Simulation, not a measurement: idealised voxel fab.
Process module under the name voxel self aligned vias
For reference, the cross-section in this document is cut, with width 255 nm and square cells of 5 nm.
Reading order for cross-sections: top band down to bottom band. Underlying form: a grid of square cells. Band size: one or more rows of cells.
Band: top height; bottom height; in nm. Then, left to right: material with width in nm, for each material. "full width": a single material spanning edge to edge. "empty": empty space.
Counting heights begins at 0, where everything beneath is, in the wafer as received, one material. The lowest band has no bottom; it goes on downwards, as "0 -> down" shows.
Per-row width for "30 to 40": begins at first number (top row of band), ends at second number (bottom row), increment between rows held constant.
Step marked "no modifications"? Then no cell in the cross-section changed in it.
Heads up: "Enclosed cavity list" only lists the empty pockets with no open path to the top that are 8 cells or more, and it writes them as width x height at distance, distance from the left edge, in nm.
Note: text after step settings on the step line = simulator remark on that step.
The optional step-line setting "overlay nm" applies to steps with a mask and quantifies how far to the right of its planned location the mask lay, a negative value indicating leftward placement.

-- These are the steps we planned for the process
1: RECEIVE: material Si
2: CONFORMAL_DEP: material SiO2, thk nm 10
3: CONFORMAL_DEP: material SiCN, thk nm 5
4: DIRECTIONAL_DEP: material lowk, thk nm 25
5: PATTERN: tone open, mask id LINES, material resist, width nm 25, pitch nm 55, thk nm 20, overlay nm 0
6: DIRECTIONAL_ETCH: etch materials lowk, depth nm 25
7: STRIP: etch materials resist
8: CONFORMAL_DEP: material TiN, thk nm 5
9: FILL_DEP: material Ru, thk nm 10
10: CMP: height nm 40
11: SELECTIVE_ETCH: etch materials W Ru TiN, depth nm 5
12: FILL_DEP: material SiN, thk nm 10
13: CMP: height nm 40
14: DIRECTIONAL_DEP: material lowk, thk nm 15
15: DIRECTIONAL_DEP: material aC, thk nm 15
16: PATTERN: tone open, mask id VIAS, material resist, width nm 35, pitch nm 55, thk nm 30, overlay nm 0
17: DIRECTIONAL_ETCH: etch materials aC, depth nm 15
18: STRIP: etch materials resist
19: DIRECTIONAL_ETCH: etch materials lowk, depth nm 15
20: DIRECTIONAL_ETCH: etch materials SiN, depth nm 5
21: STRIP: etch materials aC
22: CONFORMAL_DEP: material TiN, thk nm 5
23: FILL_DEP: material Cu, thk nm 10
24: CMP: height nm 55
25: CONFORMAL_DEP: material SiCN, thk nm 5

-- Wafer cross-section on receipt, i.e. after step 1
* 0 -> down  Si full width
* Enclosed cavity list: none

-- Cross-section at module end, one run error; start and plan unchanged from above
* 60 -> 55  SiCN full width
* 55 -> 45  lowk 80, TiN 5, Cu 25, TiN 5, lowk 20, TiN 5, Cu 25, TiN 5, lowk 85
* 45 -> 40  lowk 80, TiN 10, Cu 15, TiN 10, lowk 20, TiN 10, Cu 15, TiN 10, lowk 85
* 40 -> 35  lowk 85, TiN 25, lowk 30, TiN 25, lowk 90
* 35 -> 20  lowk 85, TiN 5, Ru 15, TiN 5, lowk 30, TiN 5, Ru 15, TiN 5, lowk 90
* 20 -> 15  lowk 85, TiN 25, lowk 30, TiN 25, lowk 90
* 15 -> 5  SiO2 full width
* 5 -> 0  SiCN full width
* 0 -> down  Si full width
* Enclosed cavity list: none
Deviation from plan: step 3 occupied the plan position of step 2, and the converse holds as well
